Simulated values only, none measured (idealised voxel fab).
The following is a process module called voxel trench capacitor.
The cross-section shown here is cut; it is 160 nm wide and divided into square cells measuring 5 nm on a side.
A cross-section is written here as square cells arranged in a grid, and it is given in bands from the top down, each band taking up one or more rows of cells. A band entry consists of two parts. The first gives the height of the band's top and the height of its bottom, in nm. The rest lists the band's materials from left to right, each with its width in nm. A single material labelled with the word "everywhere" fills the band from edge to edge, and the word "blank" marks empty space. Convention: height 0 is the level below which the wafer, as received, is all one material. The lowest band does not terminate at the bottom but continues downward, represented as "top 0, no bottom". Quick explanation for "30->40": the width changes in equal steps down the rows of cells, from the first number in the band's top row to the second number in its bottom row. What does "identical to before" mean for a step? It means no cell of the cross-section changed in that step. Reported under the label "Closed void roster" are the empty spaces having no open way to the top and comprising 8 cells or more; the notation for each is width x height at distance, in which the distance is measured from the left edge and all three values are in nm. Text after the settings on a step's line: the simulator's own remark on that step. "overlay nm" on a masked step: distance the mask lay right of its planned place, negative for left.
Below is the list of planned process steps
1. RECEIVE (material Si)
2. CONFORMAL_DEP (material SiN; thk nm 5)
3. DIRECTIONAL_DEP (material aC; thk nm 15)
4. PATTERN (tone open; mask id TRENCH; material resist; width nm 15; pitch nm 45; thk nm 35; overlay nm 0)
5. DIRECTIONAL_ETCH (etch materials aC; depth nm 15)
6. STRIP (etch materials resist)
7. DIRECTIONAL_ETCH (etch materials SiN; depth nm 5)
8. DIRECTIONAL_ETCH (etch materials Si; depth nm 30)
9. STRIP (etch materials aC)
10. CONFORMAL_DEP (material Al2O3; thk nm 5)
11. CONFORMAL_DEP (material TiN; thk nm 5)
12. FILL_DEP (material W; thk nm 10)
13. CMP (height nm 5)
Variable across wafers: step 4 width nm (plan value is that of the first wafer; starting state common to all).
Cross-section: the first of several wafers in its as-received state, i.e. following step 1
	top 0, no bottom: Si everywhere
	Closed void roster: none
Here is how to read the rows: every wafer has a row, and it shows the wafer at the end of the module, giving for each material how many cells were gained (+) or lost (-) since the wafer was received, then listing its closed voids
width nm 15, +30 Al2O3, -36 Si, +26 SiN, +12 TiN, Closed void roster: none
width nm 20, +32 Al2O3, -48 Si, +24 SiN, +24 TiN, Closed void roster: none
width nm 25, +34 Al2O3, -60 Si, +22 SiN, +26 TiN, +10 W, Closed void roster: none
width nm 30, +36 Al2O3, -72 Si, +20 SiN, +28 TiN, +20 W, Closed void roster: none
